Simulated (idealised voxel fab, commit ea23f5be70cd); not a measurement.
Process module under the name voxel transistor to metal
Displayed cross-section: cut, width of 160 nm, square cells sized 5 nm.
Throughout this document, each cross-section is represented as a grid of square cells and is presented as a sequence of bands enumerated from the top downward, where a band comprises one or more rows of cells.
Within each band entry, the heights of the top and of the bottom of the band appear first, in that order and in nm; the materials of the band then follow from left to right, each with its corresponding width in nm. The designation "everywhere" on a single material indicates that it fills the band from edge to edge; the designation "air" indicates empty space.
Heights are measured from 0, the level below which the as-received wafer is all one material; the lowest band has no bottom and continues downward, written as in "top 0, no bottom".
When a width is written as two numbers, as in "30 to 40", the first number is the width in the top row of cells of the band and the second is the width in its bottom row, and the width changes by the same amount from each row to the next.
"no alterations made" for a step: no cell of the cross-section changed in that step.
Enclosed voids (no open way to top), threshold 8 cells or more, entry "Cavities, sealed", notation width x height at distance, distance from left edge, nm.
Note: text after step settings on the step line = simulator remark on that step.
"overlay nm" on a masked step: distance the mask lay right of its planned place, negative for left.
[These are the steps we planned for the process]
step 1: op RECEIVE | material Si
step 2: op CONFORMAL_DEP | material SiO2 | thk nm 5
step 3: op CONFORMAL_DEP | material SiN | thk nm 10
step 4: op PATTERN | tone cover | mask id ACTIVE | material resist | width nm 125 | thk nm 20 | overlay nm 0
step 5: op DIRECTIONAL_ETCH | etch materials SiN | depth nm 10
step 6: op DIRECTIONAL_ETCH | etch materials SiO2 | depth nm 5
step 7: op DIRECTIONAL_ETCH | etch materials Si | depth nm 35
step 8: op STRIP | etch materials resist
step 9: op FILL_DEP | material SiO2 | thk nm 15
step 10: op CMP | height nm 15
step 11: op SELECTIVE_ETCH | etch materials SiO2 | depth nm 5
step 12: op STRIP | etch materials SiN
step 13: op SELECTIVE_ETCH | etch materials SiO2 | depth nm 5
step 14: op OXIDIZE | depth nm 5
step 15: op DIRECTIONAL_DEP | material polySi | thk nm 20
step 16: op DIRECTIONAL_DEP | material SiCN | thk nm 10
step 17: op PATTERN | tone cover | mask id GATE | material resist | width nm 35 | thk nm 15 | overlay nm 0
step 18: op DIRECTIONAL_ETCH | etch materials SiCN | depth nm 20
step 19: op DIRECTIONAL_ETCH | etch materials polySi | depth nm 30
step 20: op STRIP | etch materials resist
step 21: op CONFORMAL_DEP | material SiO2 | thk nm 5
step 22: op DIRECTIONAL_ETCH | etch materials SiO2 | depth nm 5
step 23: op CONFORMAL_DEP | material SiN | thk nm 5
step 24: op DIRECTIONAL_ETCH | etch materials SiN | depth nm 5
step 25: op DIRECTIONAL_ETCH | etch materials SiO2 | depth nm 5
step 26: op DIRECTIONAL_ETCH | etch materials Si | depth nm 5
step 27: op EPI | material SiGe | thk nm 5
step 28: op FILL_DEP | material SiO2 | thk nm 5
step 29: op CMP | height nm 20
step 30: op STRIP | etch materials polySi
step 31: op SELECTIVE_ETCH | etch materials SiO2 | depth nm 5
step 32: op CONFORMAL_DEP | material HfO2 | thk nm 5
step 33: op CONFORMAL_DEP | material TiN | thk nm 5
step 34: op FILL_DEP | material W | thk nm 5
step 35: op CMP | height nm 15
step 36: op DIRECTIONAL_DEP | material SiO2 | thk nm 15
step 37: op MASKED_ETCH | tone open | mask id CONTACT | width nm 20 | pitch nm 85 | etch materials SiO2 | depth nm 35 | overlay nm 0
step 38: op CONFORMAL_DEP | material TiN | thk nm 5
step 39: op FILL_DEP | material Ru | thk nm 5
step 40: op CMP | height nm 30
step 41: op CONFORMAL_DEP | material SiN | thk nm 5
step 42: op DIRECTIONAL_DEP | material lowk | thk nm 20
step 43: op PATTERN | tone open | mask id METAL_1 | material resist | width nm 20 | pitch nm 85 | thk nm 20 | overlay nm 0
step 44: op DIRECTIONAL_ETCH | etch materials lowk | depth nm 20
step 45: op DIRECTIONAL_ETCH | etch materials SiN | depth nm 5
step 46: op STRIP | etch materials resist
step 47: op CONFORMAL_DEP | material TiN | thk nm 5
step 48: op FILL_DEP | material Ru | thk nm 5
step 49: op CMP | height nm 55
step 50: op CONFORMAL_DEP | material SiCN | thk nm 5
step 51: op DIRECTIONAL_DEP | material SiO2 | thk nm 30
step 52: op PATTERN | tone open | mask id METAL_2_HOLES | material resist | width nm 15 | pitch nm 85 | thk nm 20 | overlay nm 0
step 53: op DIRECTIONAL_ETCH | etch materials SiO2 | depth nm 30
step 54: op STRIP | etch materials resist
step 55: op PATTERN | tone open | mask id METAL_2 | material resist | width nm 20 | pitch nm 85 | thk nm 15 | overlay nm 0
step 56: op DIRECTIONAL_ETCH | etch materials SiO2 | depth nm 15
step 57: op DIRECTIONAL_ETCH | etch materials SiCN | depth nm 5
step 58: op STRIP | etch materials resist
step 59: op CONFORMAL_DEP | material TiN | thk nm 5
step 60: op FILL_DEP | material Cu | thk nm 10
step 61: op CMP | height nm 90
step 62: op CONFORMAL_DEP | material SiN | thk nm 5
[Wafer cross-section on receipt, i.e. after step 1]
  top 0, no bottom  Si everywhere
  Cavities, sealed: none
[Look at the cross-section after the module: the wafer started out the way shown above and the plan was the one shown above, yet one mistake was made along the way]
  top 95, bottom 90  SiN everywhere
  top 90, bottom 80  25 nm SiO2, 5 nm TiN, 10 nm Cu, 5 nm TiN, 65 nm SiO2, 5 nm TiN, 10 nm Cu, 5 nm TiN, 30 nm SiO2
  top 80, bottom 75  25 nm SiO2, 5 nm TiN, 5 nm Cu, 10 nm TiN, 65 nm SiO2, 5 nm TiN, 5 nm Cu, 10 nm TiN, 30 nm SiO2
  top 75, bottom 60  25 nm SiO2, 5 nm TiN, 5 nm Cu, 5 nm TiN, 70 nm SiO2, 5 nm TiN, 5 nm Cu, 5 nm TiN, 35 nm SiO2
  top 60, bottom 55  25 nm SiCN, 15 nm TiN, 70 nm SiCN, 15 nm TiN, 35 nm SiCN
  top 55, bottom 35  25 nm lowk, 5 nm TiN, 10 nm Ru, 5 nm TiN, 65 nm lowk, 5 nm TiN, 10 nm Ru, 5 nm TiN, 30 nm lowk
  top 35, bottom 30  25 nm SiN, 20 nm TiN, 65 nm SiN, 20 nm TiN, 30 nm SiN
  top 30, bottom 15  25 nm SiO2, 5 nm TiN, 10 nm Ru, 5 nm TiN, 65 nm SiO2, 5 nm TiN, 10 nm Ru, 5 nm TiN, 30 nm SiO2
  top 15, bottom 5  25 nm SiO2, 5 nm TiN, 10 nm Ru, 5 nm TiN, 5 nm SiO2, 5 nm SiN, 5 nm HfO2, 5 nm TiN, 25 nm W, 5 nm TiN, 5 nm HfO2, 5 nm SiN, 5 nm SiO2, 5 nm TiN, 10 nm Ru, 5 nm TiN, 30 nm SiO2
  top 5, bottom 0  10 nm SiO2, 5 nm SiN, 10 nm SiO2, 5 nm TiN, 10 nm Ru, 5 nm TiN, 5 nm SiO2, 5 nm SiN, 5 nm HfO2, 35 nm TiN, 5 nm HfO2, 5 nm SiN, 5 nm SiO2, 5 nm TiN, 10 nm Ru, 5 nm TiN, 10 nm SiO2, 5 nm SiN, 15 nm SiO2
  top 0, bottom -5  25 nm SiO2, 20 nm TiN, 5 nm SiGe, 5 nm SiO2, 45 nm HfO2, 5 nm SiO2, 5 nm SiGe, 20 nm TiN, 30 nm SiO2
  top -5, bottom -10  20 nm SiO2, 30 nm SiGe, 55 nm Si, 30 nm SiGe, 25 nm SiO2
  top -10, bottom -35  15 nm SiO2, 125 nm Si, 20 nm SiO2
  top -35, no bottom  Si everywhere
  Cavities, sealed: none
The mistake made against the process plan was this: steps 11 and 12: order swapped relative to plan
